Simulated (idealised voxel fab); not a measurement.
The process module that follows is named voxel self aligned vias.
This is section cut - it's 220 nm across, gridded in 5 nm square cells.
Heads up, the way a cross-section reads in here is a grid of square cells, handed over as bands from the top down, with every band being one or more rows of cells. Look at the band entry: it leads with the top's height and the bottom's height in nm. Then it lists the materials left to right, with a width in nm for each. The word "all across" on a single material says that material fills the band edge to edge. The word "empty" is empty space. Heights from 0 (as-received wafer is one material below). Bottom band endless downward, as "0 -> down". The expression "30->40" gives the width at the extremes of the band, the first number at its top row of cells and the second at its bottom row, with the width changing by equal amounts from each row to the next in between. Step marked "identical to before"? Then no cell in the cross-section changed in it. Each empty space that has no open way to the top and spans at least 8 cells appears under "Unvented voids" as width x height at distance, the distance counted from the left edge, all in nm. Step line, after settings: the simulator's comment on this step. overlay nm: mask right of planned place by this much (step with mask). Neg. = left.
LISTED BELOW ARE THE PROCESS STEPS AS PLANNED
step 1: RECEIVE [material Si]
step 2: CONFORMAL_DEP [material SiO2] [thk nm 10]
step 3: CONFORMAL_DEP [material SiCN] [thk nm 5]
step 4: DIRECTIONAL_DEP [material lowk] [thk nm 30]
step 5: DIRECTIONAL_DEP [material aC] [thk nm 10]
step 6: PATTERN [tone open] [mask id LINES] [material resist] [width nm 30] [pitch nm 70] [thk nm 30] [overlay nm 0]
step 7: DIRECTIONAL_ETCH [etch materials aC] [depth nm 10]
step 8: STRIP [etch materials resist]
step 9: DIRECTIONAL_ETCH [etch materials lowk] [depth nm 30]
step 10: STRIP [etch materials aC]
step 11: CONFORMAL_DEP [material TiN] [thk nm 5]
step 12: FILL_DEP [material W] [thk nm 5]
step 13: CMP [height nm 45]
step 14: SELECTIVE_ETCH [etch materials W Ru TiN] [depth nm 10]
step 15: FILL_DEP [material SiN] [thk nm 10]
step 16: CMP [height nm 45]
step 17: DIRECTIONAL_DEP [material lowk] [thk nm 15]
step 18: MASKED_ETCH [tone open] [mask id VIAS] [width nm 40] [pitch nm 70] [etch materials lowk] [depth nm 15] [overlay nm 0]
step 19: MASKED_ETCH [tone open] [mask id VIAS] [width nm 40] [pitch nm 70] [etch materials SiN] [depth nm 10] [overlay nm 0]
step 20: CONFORMAL_DEP [material TiN] [thk nm 5]
step 21: FILL_DEP [material W] [thk nm 10]
step 22: CMP [height nm 60]
step 23: CONFORMAL_DEP [material SiCN] [thk nm 5]
BELOW: THE FIRST OF TWO WAFERS, RUN AS PLANNED
THE CROSS-SECTION HERE SHOWS THE WAFER AS RECEIVED, I.E. IN ITS STATE AFTER STEP 1
> 0 -> down | Si all across
> Unvented voids: none
THE FOLLOWING CROSS-SECTION DEPICTS THE WAFER UPON COMPLETION OF STEP 2
> 10 -> 0 | SiO2 all across
> Lower than 0, everything is as it was.
THE FOLLOWING CROSS-SECTION DEPICTS THE WAFER UPON COMPLETION OF STEP 3
> 15 -> 10 | SiCN all across
> Lower than 10, everything is as it was.
THE FOLLOWING CROSS-SECTION DEPICTS THE WAFER UPON COMPLETION OF STEP 4
> 45 -> 15 | lowk all across
> Lower than 15, everything is as it was.
THE FOLLOWING CROSS-SECTION DEPICTS THE WAFER UPON COMPLETION OF STEP 5
> 55 -> 45 | aC all across
> Lower than 45, everything is as it was.
THE FOLLOWING CROSS-SECTION DEPICTS THE WAFER UPON COMPLETION OF STEP 6
> 85 -> 55 | 60 resist  30 empty  40 resist  30 empty  60 resist
> Lower than 55, everything is as it was.
THE FOLLOWING CROSS-SECTION DEPICTS THE WAFER UPON COMPLETION OF STEP 7
> 75 -> 55 | 60 resist  30 empty  40 resist  30 empty  60 resist
> 55 -> 45 | 60 aC  30 empty  40 aC  30 empty  60 aC
> Lower than 45, everything is as it was.
THE FOLLOWING CROSS-SECTION DEPICTS THE WAFER UPON COMPLETION OF STEP 8
> 55 -> 45 | 60 aC  30 empty  40 aC  30 empty  60 aC
> Lower than 45, everything is as it was.
THE FOLLOWING CROSS-SECTION DEPICTS THE WAFER UPON COMPLETION OF STEP 9
> 55 -> 45 | 60 aC  30 empty  40 aC  30 empty  60 aC
> 45 -> 15 | 60 lowk  30 empty  40 lowk  30 empty  60 lowk
> Lower than 15, everything is as it was.
THE FOLLOWING CROSS-SECTION DEPICTS THE WAFER UPON COMPLETION OF STEP 10
> 45 -> 15 | 60 lowk  30 empty  40 lowk  30 empty  60 lowk
> Lower than 15, everything is as it was.
THE FOLLOWING CROSS-SECTION DEPICTS THE WAFER UPON COMPLETION OF STEP 11
> 50 -> 45 | 65 TiN  20 empty  50 TiN  20 empty  65 TiN
> 45 -> 20 | 60 lowk  5 TiN  20 empty  5 TiN  40 lowk  5 TiN  20 empty  5 TiN  60 lowk
> 20 -> 15 | 60 lowk  30 TiN  40 lowk  30 TiN  60 lowk
> Lower than 15, everything is as it was.
THE FOLLOWING CROSS-SECTION DEPICTS THE WAFER UPON COMPLETION OF STEP 12
> 55 -> 50 | W all across
> 50 -> 45 | 65 TiN  20 W  50 TiN  20 W  65 TiN
> 45 -> 20 | 60 lowk  5 TiN  20 W  5 TiN  40 lowk  5 TiN  20 W  5 TiN  60 lowk
> Lower than 20, everything is as it was.
THE FOLLOWING CROSS-SECTION DEPICTS THE WAFER UPON COMPLETION OF STEP 13
> 45 -> 20 | 60 lowk  5 TiN  20 W  5 TiN  40 lowk  5 TiN  20 W  5 TiN  60 lowk
> Lower than 20, everything is as it was.
THE FOLLOWING CROSS-SECTION DEPICTS THE WAFER UPON COMPLETION OF STEP 14
> 45 -> 35 | 60 lowk  30 empty  40 lowk  30 empty  60 lowk
> Lower than 35, everything is as it was.
THE FOLLOWING CROSS-SECTION DEPICTS THE WAFER UPON COMPLETION OF STEP 15
> 55 -> 45 | SiN all across
> 45 -> 35 | 60 lowk  30 SiN  40 lowk  30 SiN  60 lowk
> Lower than 35, everything is as it was.
THE FOLLOWING CROSS-SECTION DEPICTS THE WAFER UPON COMPLETION OF STEP 16
> 45 -> 35 | 60 lowk  30 SiN  40 lowk  30 SiN  60 lowk
> Lower than 35, everything is as it was.
THE FOLLOWING CROSS-SECTION DEPICTS THE WAFER UPON COMPLETION OF STEP 17
> 60 -> 45 | lowk all across
> Lower than 45, everything is as it was.
THE FOLLOWING CROSS-SECTION DEPICTS THE WAFER UPON COMPLETION OF STEP 18
> 60 -> 45 | 55 lowk  40 empty  30 lowk  40 empty  55 lowk
> Lower than 45, everything is as it was.
THE FOLLOWING CROSS-SECTION DEPICTS THE WAFER UPON COMPLETION OF STEP 19
> 60 -> 45 | 55 lowk  40 empty  30 lowk  40 empty  55 lowk
> 45 -> 35 | 60 lowk  30 empty  40 lowk  30 empty  60 lowk
> Lower than 35, everything is as it was.
THE FOLLOWING CROSS-SECTION DEPICTS THE WAFER UPON COMPLETION OF STEP 20
> 65 -> 60 | 60 TiN  30 empty  40 TiN  30 empty  60 TiN
> 60 -> 50 | 55 lowk  5 TiN  30 empty  5 TiN  30 lowk  5 TiN  30 empty  5 TiN  55 lowk
> 50 -> 40 | 55->60 lowk  10->5 TiN  20 empty  10->5 TiN  30->40 lowk  10->5 TiN  20 empty  10->5 TiN  55->60 lowk
> 40 -> 35 | 60 lowk  30 TiN  40 lowk  30 TiN  60 lowk
> Lower than 35, everything is as it was.
THE FOLLOWING CROSS-SECTION DEPICTS THE WAFER UPON COMPLETION OF STEP 21
> 75 -> 65 | W all across
> 65 -> 60 | 60 TiN  30 W  40 TiN  30 W  60 TiN
> 60 -> 50 | 55 lowk  5 TiN  30 W  5 TiN  30 lowk  5 TiN  30 W  5 TiN  55 lowk
> 50 -> 40 | 55->60 lowk  10->5 TiN  20 W  10->5 TiN  30->40 lowk  10->5 TiN  20 W  10->5 TiN  55->60 lowk
> Lower than 40, everything is as it was.
THE FOLLOWING CROSS-SECTION DEPICTS THE WAFER UPON COMPLETION OF STEP 22
> 60 -> 50 | 55 lowk  5 TiN  30 W  5 TiN  30 lowk  5 TiN  30 W  5 TiN  55 lowk
> Lower than 50, everything is as it was.
THE FOLLOWING CROSS-SECTION DEPICTS THE WAFER UPON COMPLETION OF STEP 23
> 65 -> 60 | SiCN all across
> Lower than 60, everything is as it was.
SECOND WAFER, SAME STARTING STATE AND PLAN AS THE FIRST, ONE MISTAKE IN THE RUN, IDENTICAL THROUGH STEP 20
THE SECOND WAFER IN CROSS-SECTION, AT THE PLANNED CLOSE OF STEP 21
> 75 -> 65 | aC all across
> 65 -> 60 | 60 TiN  30 aC  40 TiN  30 aC  60 TiN
> 60 -> 50 | 55 lowk  5 TiN  30 aC  5 TiN  30 lowk  5 TiN  30 aC  5 TiN  55 lowk
> 50 -> 40 | 55->60 lowk  10->5 TiN  20 aC  10->5 TiN  30->40 lowk  10->5 TiN  20 aC  10->5 TiN  55->60 lowk
> Lower than 40, everything is as it was.
THE SECOND WAFER IN CROSS-SECTION, AT THE PLANNED CLOSE OF STEP 22
> 60 -> 50 | 55 lowk  5 TiN  30 aC  5 TiN  30 lowk  5 TiN  30 aC  5 TiN  55 lowk
> Lower than 50, everything is as it was.
THE SECOND WAFER IN CROSS-SECTION, AT THE PLANNED CLOSE OF STEP 23
> 65 -> 60 | SiCN all across
> Lower than 60, everything is as it was.
Deviation from plan: note that step 21 departed from the planned setting and was carried out as FILL_DEP [material aC] [thk nm 10]
Final tally in cells, some materials are higher or lower on the second wafer than on the first: -40 W, +40 aC
